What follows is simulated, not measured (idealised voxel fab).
Process module under the name voxel double patterning
Cross-section cut: width 195 nm, square cells of 5 nm.
In what follows, cross-sections appear as grids of square cells, described through bands that run from the top down, where every band is one or more rows of cells.
Top height, bottom height, nm. Materials left to right, width each, nm. Single material + "all across" = fills band edge to edge. "air" = empty.
All heights in this document are referenced to 0, defined as the level beneath which the wafer, as received, consists entirely of one material. The lowest band is not bounded below; it extends indefinitely downward and is written in the form "0 -> down".
Note: "30->40" means the width goes from the first number (top row of the band) to the second number (bottom row) in equal steps per row of cells.
The designation "nothing different", where it is given for a processing step, indicates that no cell of the cross-section was altered in the course of that step.
"Closed internal cavities" means: voids of 8 cells or more that are shut off from the top with no open way through. Written width x height at distance, distance from the left edge, in nm.
Where a step's line continues beyond its settings, the continuation is a remark by the simulator itself on that step.
A step line may carry the setting "overlay nm", which, for steps involving a mask, states the distance by which the mask lay to the right of its intended position; negative values denote displacement to the left.

## The following list gives the planned process steps
- 1: RECEIVE: material Si
- 2: CONFORMAL_DEP: material SiO2, thk nm 5
- 3: DIRECTIONAL_DEP: material polySi, thk nm 10
- 4: DIRECTIONAL_DEP: material SiCN, thk nm 10
- 5: MASKED_ETCH: tone open, mask id FIRST, width nm 15, pitch nm 50, etch materials SiCN, depth nm 10, overlay nm 0
- 6: PATTERN: tone open, mask id SECOND, material resist, width nm 15, thk nm 15, overlay nm 0
- 7: DIRECTIONAL_ETCH: etch materials SiCN, depth nm 10
- 8: STRIP: etch materials resist
- 9: DIRECTIONAL_ETCH: etch materials polySi, depth nm 10
- 10: STRIP: etch materials SiCN

## The cross-section here shows the wafer as received, i.e. in its state after step 1
0 -> down  Si all across
Closed internal cavities: none

## First wafer of two, sectioned at end of module; run went per plan
15 -> 5  polySi=65 | air=15 | polySi=10 | air=15 | polySi=10 | air=15 | polySi=65
5 -> 0  SiO2 all across
0 -> down  Si all across
Closed internal cavities: none

## Here is the second of the two wafers cut open at the end of the module - same start, same plan as the first one, but we made one mistake running it
15 -> 10  SiO2 all across
10 -> 0  polySi all across
0 -> down  Si all across
Closed internal cavities: none
Which mistake was made when the wafer was run? steps 2 and 3 of the plan were each performed in the slot designated for the other
It is noted that, at the conclusion of processing, the second wafer exhibits a higher or lower cell count for certain materials relative to the first: 18 more of polySi
